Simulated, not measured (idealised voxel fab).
The process module presented herein is designated voxel tone inversion.
The cross-section shown here is cut; it is 300 nm wide and divided into square cells measuring 5 nm on a side.
Just so we're on the same page, the cross-sections are grids of square cells, and they're listed out in bands top to bottom, each band one or more rows deep. Look at the band entry: it leads with the top's height and the bottom's height in nm. Then it lists the materials left to right, with a width in nm for each. The word "everywhere" on a single material says that material fills the band edge to edge. The word "air" is empty space. Measure heights from 0. That's the level where, below it, the as-received wafer is all one material. The lowest band is bottomless and extends downward; write it as in "from 0 down". You'd read "30..40" like this: the band's top row of cells is as wide as the first number, its bottom row is as wide as the second, and going down, every row changes width by the same amount as the row before did. Given "no modification" for a step, no cell of the cross-section differs between before and after that step. In "Sealed void list" the enclosed voids are listed, meaning empty spaces of 8 cells or larger without any opening to the top. The form is width x height at distance, distance from the left edge, units nm. Text after the settings on a step's line: the simulator's own remark on that step. "overlay nm" denotes, for a step that has a mask, the displacement of the mask to the right of its planned place, with negative values corresponding to the left.

[Listed below are the process steps as planned]
1) RECEIVE, material Si
2) CONFORMAL_DEP, material SiN, thk nm 5
3) DIRECTIONAL_DEP, material aC, thk nm 20
4) PATTERN, tone cover, mask id POSTS, material resist, width nm 25, pitch nm 45, thk nm 25, overlay nm 0
5) DIRECTIONAL_ETCH, etch materials aC, depth nm 20
6) STRIP, etch materials resist
7) FILL_DEP, material SiO2, thk nm 10
8) CMP, height nm 25
9) STRIP, etch materials aC

[Delivered wafer in cross-section: state after step 1]
    from 0 down | Si everywhere
    Sealed void list: none

[First of two wafers at the end of the module, shown in cross-section; run carried out as planned]
    from 25 to 5 | SiO2: 70, air: 25, SiO2: 20, air: 25, SiO2: 20, air: 25, SiO2: 20, air: 25, SiO2: 70
    from 5 to 0 | SiN everywhere
    from 0 down | Si everywhere
    Sealed void list: none

[Cross-sectional image of the second wafer of the two following completion of the module. Starting state and process plan were the same as for the first wafer; one execution error occurred]
    from 25 to 5 | SiO2: 75, air: 20, SiO2: 25, air: 20, SiO2: 25, air: 20, SiO2: 25, air: 20, SiO2: 70
    from 5 to 0 | SiN everywhere
    from 0 down | Si everywhere
    Sealed void list: none
Misprocessing identified: planned and actual differ for step 4; actual: PATTERN, tone cover, mask id POSTS, material resist, width nm 20, pitch nm 45, thk nm 25, overlay nm 0
Counted in cells at the end, the second wafer holds more or fewer of these materials than the first: 16 more of SiO2
